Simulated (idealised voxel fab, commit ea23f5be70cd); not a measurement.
Herein follows the process module entitled voxel capacitor over wiring.
cross-section cut | 240 nm wide | cells 5 nm
A cross-section is written here as square cells arranged in a grid, and it is given in bands from the top down, each band taking up one or more rows of cells.
Per band: top height and bottom height in nm, followed by the left-to-right materials and their widths in nm; "throughout" marks a single material spanning edge to edge, "empty" marks empty space.
Convention: height 0 is the level below which the wafer, as received, is all one material. The lowest band does not terminate at the bottom but continues downward, represented as "0 nm and below".
Note: "30->40" means the width goes from the first number (top row of the band) to the second number (bottom row) in equal steps per row of cells.
The designation "everything unchanged", where it is given for a processing step, indicates that no cell of the cross-section was altered in the course of that step.
Closed empty spaces (no open way to the top) of 8 cells or more are what "Enclosed voids" lists, each as width x height at distance from the left edge, nm for all three.
Text after the settings on a step's line: the simulator's own remark on that step.
For masked steps, "overlay nm" on the step line gives how far right of plan the mask actually lay; a minus sign means it lay to the left.
[Process steps - plan]
1. RECEIVE, material Si
2. CONFORMAL_DEP, material SiO2, thk nm 10
3. CONFORMAL_DEP, material SiN, thk nm 5
4. DIRECTIONAL_DEP, material lowk, thk nm 25
5. MASKED_ETCH, tone open, mask id METAL_1, width nm 20, pitch nm 80, etch materials lowk, depth nm 25, overlay nm 0
6. MASKED_ETCH, tone open, mask id METAL_1, width nm 20, pitch nm 80, etch materials SiN, depth nm 5, overlay nm 0
7. CONFORMAL_DEP, material TiN, thk nm 5
8. FILL_DEP, material Cu, thk nm 5
9. CMP, height nm 40
10. EPI, material Ru, thk nm 5
11. FILL_DEP, material SiCN, thk nm 5
12. DIRECTIONAL_DEP, material SiO2, thk nm 10
13. PATTERN, tone open, mask id PLUG_1, material resist, width nm 15, thk nm 15, overlay nm 0
14. DIRECTIONAL_ETCH, etch materials SiO2, depth nm 10
15. DIRECTIONAL_ETCH, etch materials SiCN, depth nm 5
16. STRIP, etch materials resist
17. CONFORMAL_DEP, material TiN, thk nm 5
18. FILL_DEP, material Ru, thk nm 5
19. CMP, height nm 60
20. DIRECTIONAL_DEP, material TiN, thk nm 5
21. DIRECTIONAL_DEP, material HfO2, thk nm 5
22. DIRECTIONAL_DEP, material TiN, thk nm 10
23. MASKED_ETCH, tone cover, mask id UPPER_PLATE, width nm 65, etch materials TiN, depth nm 10, overlay nm 0
24. MASKED_ETCH, tone cover, mask id UPPER_PLATE, width nm 65, etch materials HfO2, depth nm 5, overlay nm 0
25. MASKED_ETCH, tone cover, mask id LOWER_PLATE, width nm 75, etch materials TiN, depth nm 5, overlay nm 0
26. FILL_DEP, material SiO2, thk nm 20
27. CMP, height nm 95
28. PATTERN, tone open, mask id PLUG_2, material resist, width nm 15, thk nm 20, overlay nm 0
29. DIRECTIONAL_ETCH, etch materials SiO2, depth nm 15
30. STRIP, etch materials resist
31. CONFORMAL_DEP, material TiN, thk nm 5
32. FILL_DEP, material Cu, thk nm 5
33. CMP, height nm 95
34. CONFORMAL_DEP, material SiCN, thk nm 5
[Incoming wafer in cross-section (state: after step 1)]
0 nm and below = Si throughout
Enclosed voids: none
[Cross-section: first of two wafers, module finished, run according to plan]
100 nm to 95 nm = SiCN throughout
95 nm to 85 nm = SiO2=85; TiN=5; Cu=5; TiN=5; SiO2=140
85 nm to 80 nm = SiO2=85; TiN=15; SiO2=140
80 nm to 70 nm = SiO2=75; TiN=65; SiO2=100
70 nm to 65 nm = SiO2=75; HfO2=65; SiO2=100
65 nm to 60 nm = SiO2=70; TiN=75; SiO2=95
60 nm to 50 nm = SiO2=75; TiN=5; Ru=5; TiN=5; SiO2=150
50 nm to 45 nm = SiCN=75; TiN=15; SiCN=150
45 nm to 40 nm = SiCN=65; Ru=30; SiCN=50; Ru=30; SiCN=65
40 nm to 15 nm = lowk=70; TiN=5; Cu=10; TiN=5; lowk=60; TiN=5; Cu=10; TiN=5; lowk=70
15 nm to 10 nm = SiN=70; TiN=20; SiN=60; TiN=20; SiN=70
10 nm to 0 nm = SiO2 throughout
0 nm and below = Si throughout
Enclosed voids: none
[So this is wafer number two of the two, cut at the end of the module - it started where the first did and had the same plan, we just got one thing wrong running it]
100 nm to 95 nm = SiCN throughout
95 nm to 85 nm = SiO2=85; TiN=5; Cu=5; TiN=5; SiO2=140
85 nm to 80 nm = SiO2=85; TiN=15; SiO2=140
80 nm to 70 nm = SiO2=75; TiN=65; SiO2=100
70 nm to 65 nm = SiO2=70; TiN=75; SiO2=95
65 nm to 60 nm = HfO2 throughout
60 nm to 50 nm = SiO2=75; TiN=5; Ru=5; TiN=5; SiO2=150
50 nm to 45 nm = SiCN=75; TiN=15; SiCN=150
45 nm to 40 nm = SiCN=65; Ru=30; SiCN=50; Ru=30; SiCN=65
40 nm to 15 nm = lowk=70; TiN=5; Cu=10; TiN=5; lowk=60; TiN=5; Cu=10; TiN=5; lowk=70
15 nm to 10 nm = SiN=70; TiN=20; SiN=60; TiN=20; SiN=70
10 nm to 0 nm = SiO2 throughout
0 nm and below = Si throughout
Enclosed voids: none
Heads up, the wafer didn't run the way we planned it: the executed order of steps 20 and 21 is the reverse of that specified in the plan, each step having taken the other's position
Wrapping up, a cell-based count of both wafers puts the second over or under the first for these materials: +35 HfO2, -35 SiO2
